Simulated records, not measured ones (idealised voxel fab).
process module | voxel ribs on slabs
Cross-section cut: width 285 nm, square cells of 5 nm.
The cross-sections in this document take the form of a grid made of square cells. They are written out as bands, in order from top to bottom. Each band consists of one or more rows of cells.
Read a band's entry like this: the first values are the height of its top and the height of its bottom in nm, and what follows is the sequence of materials from left to right, each with its width in nm. Note that "blank" is empty space, and that a single material marked "full width" reaches across the band from edge to edge.
Ref level 0: as-received wafer is one material below here. Bottom band extends down with no lower bound ("0 nm and below").
Read "30->40" as a graded width: first number on top, second number at the bottom, same change between each pair of neighbouring rows.
Step note "nothing altered" = no cross-section cell changed.
What "Closed void table" gives you is every empty space of 8 cells or more that is cut off from the top. Each appears as width x height at distance, with the distance taken from the left edge and width, height and distance all in nm.
Formally, on a step line, whatever follows the settings is a remark that the simulator itself makes on the step.
overlay nm: where the mask lay relative to plan, measured to the right, on steps with a mask; negatives go left.

The following list gives the planned process steps
1 RECEIVE with material Si
2 DIRECTIONAL_DEP with material SiO2, thk nm 30
3 DIRECTIONAL_DEP with material SiN, thk nm 15
4 PATTERN with tone cover, mask id RIB, material resist, width nm 25, thk nm 20, overlay nm 0
5 DIRECTIONAL_ETCH with etch materials SiN, depth nm 5
6 STRIP with etch materials resist
7 MASKED_ETCH with tone cover, mask id SLAB, width nm 55, etch materials SiN, depth nm 10, overlay nm 0
8 FILL_DEP with material SiO2, thk nm 20
9 CMP with height nm 55
10 DIRECTIONAL_DEP with material W, thk nm 10
11 MASKED_ETCH with tone cover, mask id HEATER, width nm 35, etch materials W, depth nm 10, overlay nm 0
12 CONFORMAL_DEP with material SiO2, thk nm 5

Incoming wafer, cross-sectional view, post step 1
	0 nm and below | Si full width
	Closed void table: none

Looking at the first of two wafers in cross-section at end of module - ran to plan
	70 nm to 65 nm | blank: 120  SiO2: 45  blank: 120
	65 nm to 60 nm | blank: 120  SiO2: 5  W: 35  SiO2: 5  blank: 120
	60 nm to 55 nm | SiO2: 125  W: 35  SiO2: 125
	55 nm to 45 nm | SiO2 full width
	45 nm to 40 nm | SiO2: 130  SiN: 25  SiO2: 130
	40 nm to 30 nm | SiO2: 115  SiN: 55  SiO2: 115
	30 nm to 0 nm | SiO2 full width
	0 nm and below | Si full width
	Closed void table: none

Cross-section of the latter of the two wafers at module completion. It had an identical start and an identical plan to the former; in running it, one mistake was made
	70 nm to 65 nm | blank: 130  SiO2: 45  blank: 110
	65 nm to 60 nm | blank: 130  SiO2: 5  W: 35  SiO2: 5  blank: 110
	60 nm to 55 nm | SiO2: 135  W: 35  SiO2: 115
	55 nm to 45 nm | SiO2 full width
	45 nm to 40 nm | SiO2: 130  SiN: 25  SiO2: 130
	40 nm to 30 nm | SiO2: 115  SiN: 55  SiO2: 115
	30 nm to 0 nm | SiO2 full width
	0 nm and below | Si full width
	Closed void table: none
Deviation from plan: step 11 did not happen as planned, as run it was MASKED_ETCH with tone cover, mask id HEATER, width nm 35, etch materials W, depth nm 10, overlay nm 10
So at the finish, the second wafer's got exactly as many cells of each material as the first, just not in the same spots.
